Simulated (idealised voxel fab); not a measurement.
voxel transistor to metal: a process module
The cross-section shown here is cut; it is 285 nm wide and divided into square cells measuring 5 nm on a side.
Reading order for cross-sections: top band down to bottom band. Underlying form: a grid of square cells. Band size: one or more rows of cells. Read a band's entry like this: the first values are the height of its top and the height of its bottom in nm, and what follows is the sequence of materials from left to right, each with its width in nm. Note that "empty" is empty space, and that a single material marked "throughout" reaches across the band from edge to edge. Convention: height 0 is the level below which the wafer, as received, is all one material. The lowest band does not terminate at the bottom but continues downward, represented as "z 0 and below". Graded width ("30 to 40"): value in top row of band = first number; value in bottom row = second number; row-to-row change constant. "no modifications", as given for a step, is the statement that not any cell of the cross-section underwent a change during that step. "Sealed void inventory": empty spaces of 8 cells or more with no open way to the top, each given as width x height at distance, distance from the left edge, all in nm. Note: text after step settings on the step line = simulator remark on that step. overlay nm: mask offset rightward from planned place, masked step; negative means leftward offset.
### Steps planned for the process
| 1 | RECEIVE,material Si |
| 2 | CONFORMAL_DEP,material SiO2,thk nm 5 |
| 3 | CONFORMAL_DEP,material SiN,thk nm 10 |
| 4 | PATTERN,tone cover,mask id ACTIVE,material resist,width nm 115,pitch nm 135,thk nm 20,overlay nm 0 |
| 5 | DIRECTIONAL_ETCH,etch materials SiN,depth nm 10 |
| 6 | DIRECTIONAL_ETCH,etch materials SiO2,depth nm 5 |
| 7 | DIRECTIONAL_ETCH,etch materials Si,depth nm 20 |
| 8 | STRIP,etch materials resist |
| 9 | FILL_DEP,material SiO2,thk nm 5 |
| 10 | CMP,height nm 15 |
| 11 | SELECTIVE_ETCH,etch materials SiO2,depth nm 10 |
| 12 | STRIP,etch materials SiN |
| 13 | SELECTIVE_ETCH,etch materials SiO2,depth nm 5 |
| 14 | OXIDIZE,depth nm 5 |
| 15 | DIRECTIONAL_DEP,material polySi,thk nm 30 |
| 16 | DIRECTIONAL_DEP,material SiCN,thk nm 15 |
| 17 | PATTERN,tone cover,mask id GATE,material resist,width nm 25,pitch nm 135,thk nm 20,overlay nm 0 |
| 18 | DIRECTIONAL_ETCH,etch materials SiCN,depth nm 25 |
| 19 | DIRECTIONAL_ETCH,etch materials polySi,depth nm 40 |
| 20 | STRIP,etch materials resist |
| 21 | CONFORMAL_DEP,material SiO2,thk nm 5 |
| 22 | DIRECTIONAL_ETCH,etch materials SiO2,depth nm 5 |
| 23 | CONFORMAL_DEP,material SiN,thk nm 5 |
| 24 | DIRECTIONAL_ETCH,etch materials SiN,depth nm 5 |
| 25 | DIRECTIONAL_ETCH,etch materials SiO2,depth nm 5 |
| 26 | DIRECTIONAL_ETCH,etch materials Si,depth nm 10 |
| 27 | EPI,material pSi,thk nm 15 |
| 28 | FILL_DEP,material SiO2,thk nm 5 |
| 29 | CMP,height nm 45 |
| 30 | DIRECTIONAL_DEP,material SiO2,thk nm 10 |
| 31 | PATTERN,tone open,mask id CONTACT,material resist,width nm 15,thk nm 15,overlay nm 0 |
| 32 | DIRECTIONAL_ETCH,etch materials SiO2,depth nm 55 |
| 33 | STRIP,etch materials resist |
| 34 | CONFORMAL_DEP,material TiN,thk nm 5 |
| 35 | FILL_DEP,material W,thk nm 10 |
| 36 | CMP,height nm 55 |
| 37 | CONFORMAL_DEP,material SiCN,thk nm 5 |
| 38 | DIRECTIONAL_DEP,material SiO2,thk nm 20 |
| 39 | DIRECTIONAL_DEP,material aC,thk nm 10 |
| 40 | PATTERN,tone open,mask id METAL_1,material resist,width nm 15,thk nm 30,overlay nm 0 |
| 41 | DIRECTIONAL_ETCH,etch materials aC,depth nm 10 |
| 42 | STRIP,etch materials resist |
| 43 | DIRECTIONAL_ETCH,etch materials SiO2,depth nm 20 |
| 44 | DIRECTIONAL_ETCH,etch materials SiCN,depth nm 5 |
| 45 | STRIP,etch materials aC |
| 46 | CONFORMAL_DEP,material TiN,thk nm 5 |
| 47 | FILL_DEP,material Cu,thk nm 5 |
| 48 | CMP,height nm 80 |
| 49 | CONFORMAL_DEP,material SiCN,thk nm 5 |
| 50 | DIRECTIONAL_DEP,material lowk,thk nm 35 |
| 51 | PATTERN,tone open,mask id METAL_2,material resist,width nm 15,pitch nm 135,thk nm 15,overlay nm 0 |
| 52 | DIRECTIONAL_ETCH,etch materials lowk,depth nm 20 |
| 53 | STRIP,etch materials resist |
| 54 | MASKED_ETCH,tone open,mask id METAL_2_HOLES,width nm 15,pitch nm 135,etch materials lowk,depth nm 15,overlay nm 0 |
| 55 | MASKED_ETCH,tone open,mask id METAL_2_HOLES,width nm 15,pitch nm 135,etch materials SiCN,depth nm 5,overlay nm 0 |
| 56 | CONFORMAL_DEP,material TiN,thk nm 5 |
| 57 | FILL_DEP,material Ru,thk nm 5 |
| 58 | CMP,height nm 120 |
| 59 | CONFORMAL_DEP,material SiN,thk nm 5 |
### Incoming wafer in cross-section (state: after step 1)
* z 0 and below = Si throughout
* Sealed void inventory: none
### Starting wafer: above. Plan: above. Run: one mistake. Cross-section after the module: below
* z 125 to 120 = SiN throughout
* z 120 to 85 = 25 of lowk; 5 of TiN; 5 of Ru; 5 of TiN; 120 of lowk; 5 of TiN; 5 of Ru; 5 of TiN; 110 of lowk
* z 85 to 80 = 25 of SiCN; 15 of TiN; 120 of SiCN; 15 of TiN; 110 of SiCN
* z 80 to 60 = 25 of SiO2; 5 of TiN; 5 of Cu; 5 of TiN; 65 of SiO2; 5 of TiN; 5 of Cu; 5 of TiN; 40 of SiO2; 5 of TiN; 5 of Cu; 5 of TiN; 65 of SiO2; 5 of TiN; 5 of Cu; 5 of TiN; 30 of SiO2
* z 60 to 55 = 25 of SiCN; 15 of TiN; 65 of SiCN; 15 of TiN; 40 of SiCN; 15 of TiN; 65 of SiCN; 15 of TiN; 30 of SiCN
* z 55 to 45 = 25 of SiO2; 5 of TiN; 5 of W; 5 of TiN; 65 of SiO2; 5 of TiN; 5 of W; 5 of TiN; 40 of SiO2; 5 of TiN; 5 of W; 5 of TiN; 65 of SiO2; 5 of TiN; 5 of W; 5 of TiN; 30 of SiO2
* z 45 to 30 = 25 of SiO2; 5 of TiN; 5 of W; 5 of TiN; 15 of SiO2; 5 of SiN; 5 of SiO2; 15 of SiCN; 5 of SiO2; 5 of SiN; 15 of SiO2; 5 of TiN; 5 of W; 5 of TiN; 40 of SiO2; 5 of TiN; 5 of W; 5 of TiN; 15 of SiO2; 5 of SiN; 5 of SiO2; 15 of SiCN; 5 of SiO2; 5 of SiN; 15 of SiO2; 5 of TiN; 5 of W; 5 of TiN; 30 of SiO2
* z 30 to 10 = 25 of SiO2; 5 of TiN; 5 of W; 5 of TiN; 15 of SiO2; 5 of SiN; 5 of SiO2; 15 of polySi; 5 of SiO2; 5 of SiN; 15 of SiO2; 5 of TiN; 5 of W; 5 of TiN; 40 of SiO2; 5 of TiN; 5 of W; 5 of TiN; 15 of SiO2; 5 of SiN; 5 of SiO2; 15 of polySi; 5 of SiO2; 5 of SiN; 15 of SiO2; 5 of TiN; 5 of W; 5 of TiN; 30 of SiO2
* z 10 to 5 = 25 of SiO2; 5 of TiN; 5 of W; 5 of TiN; 15 of pSi; 5 of SiN; 5 of SiO2; 15 of polySi; 5 of SiO2; 5 of SiN; 15 of pSi; 5 of TiN; 5 of W; 5 of TiN; 40 of SiO2; 5 of TiN; 5 of W; 5 of TiN; 15 of pSi; 5 of SiN; 5 of SiO2; 15 of polySi; 5 of SiO2; 5 of SiN; 15 of pSi; 5 of TiN; 5 of W; 5 of TiN; 30 of SiO2
* z 5 to 0 = 25 of SiO2; 15 of TiN; 15 of pSi; 5 of SiN; 5 of SiO2; 15 of polySi; 5 of SiO2; 5 of SiN; 15 of pSi; 15 of TiN; 40 of SiO2; 15 of TiN; 15 of pSi; 5 of SiN; 5 of SiO2; 15 of polySi; 5 of SiO2; 5 of SiN; 15 of pSi; 15 of TiN; 30 of SiO2
* z 0 to -5 = 10 of SiO2; 45 of pSi; 35 of SiO2; 45 of pSi; 10 of SiO2; 45 of pSi; 35 of SiO2; 45 of pSi; 15 of SiO2
* z -5 to -15 = 15 of SiO2; 40 of pSi; 35 of Si; 40 of pSi; 20 of SiO2; 40 of pSi; 35 of Si; 40 of pSi; 20 of SiO2
* z -15 to -20 = 15 of SiO2; 115 of Si; 20 of SiO2; 115 of Si; 20 of SiO2
* z -20 and below = Si throughout
* Sealed void inventory: none
Deviation from plan: the process deviated at step 17: the operation and settings actually run there were PATTERN,tone cover,mask id GATE,material resist,width nm 15,pitch nm 135,thk nm 20,overlay nm 0
